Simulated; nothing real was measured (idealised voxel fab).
You're looking at the process module voxel spacer lines.
Section cut is 270 nm wide and gridded with 5 nm square cells.
Throughout this document, each cross-section is represented as a grid of square cells and is presented as a sequence of bands enumerated from the top downward, where a band comprises one or more rows of cells. Basically the band line says how high the top is and how high the bottom is, in nm, and then what's in it from left to right, every material with its width in nm. Empty space shows up as "air", and if a single material carries "edge to edge" it runs the full band edge to edge. The level at which height equals 0 is the one under which the wafer, as it arrives, is entirely one material. No lower edge exists for the bottom band, which continues downward and is notated as in "z 0 and below". Per-row width for "30 to 40": begins at first number (top row of band), ends at second number (bottom row), increment between rows held constant. It should be understood that the words "no change", when stated for a given step, signify that the cross-section underwent no change in any of its cells during that step. Closed-off voids of 8+ cells (no open route to the top) go in "Sealed void listing", written width x height at distance from the left edge, in nm. after a step's settings: what the simulator itself notes on the step. overlay nm: step with mask; distance mask lay right of planned place; negative value = left of planned place.

[Process steps - plan]
step 1: RECEIVE (material Si)
step 2: CONFORMAL_DEP (material SiO2; thk nm 5)
step 3: DIRECTIONAL_DEP (material TiN; thk nm 10)
step 4: DIRECTIONAL_DEP (material aC; thk nm 30)
step 5: PATTERN (tone cover; mask id MANDREL; material resist; width nm 15; pitch nm 60; thk nm 40; overlay nm 0)
step 6: DIRECTIONAL_ETCH (etch materials aC; depth nm 30)
step 7: STRIP (etch materials resist)
step 8: CONFORMAL_DEP (material SiN; thk nm 15)
step 9: DIRECTIONAL_ETCH (etch materials SiN; depth nm 15)
step 10: STRIP (etch materials aC)
step 11: DIRECTIONAL_ETCH (etch materials TiN; depth nm 10)
step 12: STRIP (etch materials SiN)
step 13: FILL_DEP (material SiO2; thk nm 10)
step 14: CMP (height nm 15)
varied across the wafers: width nm of step 5. The plan shows the first wafer's value. All wafers start alike

[As-received cross-section, first of several wafers, post step 1]
> z 0 and below  Si edge to edge
> Sealed void listing: none

[End of the module, past its last step, step 14: how the first of several wafers looks in cross-section]
> z 15 to 5  50 of SiO2; 15 of TiN; 15 of SiO2; 15 of TiN; 15 of SiO2; 15 of TiN; 15 of SiO2; 15 of TiN; 15 of SiO2; 15 of TiN; 15 of SiO2; 15 of TiN; 55 of SiO2
> z 5 to 0  SiO2 edge to edge
> z 0 and below  Si edge to edge
> Sealed void listing: none

[Sectional view of the last wafer upon completion of the module]
> z 15 to 5  45 of SiO2; 15 of TiN; 30 of SiO2; 30 of TiN; 30 of SiO2; 30 of TiN; 30 of SiO2; 15 of TiN; 45 of SiO2
> z 5 to 0  SiO2 edge to edge
> z 0 and below  Si edge to edge
> Sealed void listing: none

[Below is a per-wafer table. In it, each row describes the wafer at the end of the module by giving, for each material, the number of cells gained (+) or lost (-) since the wafer was received, and after that the closed voids of the wafer]
width nm 15; +126 SiO2; +36 TiN; Sealed void listing: none
width nm 20; +126 SiO2; +36 TiN; Sealed void listing: none
width nm 25; +126 SiO2; +36 TiN; Sealed void listing: none
width nm 30; +126 SiO2; +36 TiN; Sealed void listing: none
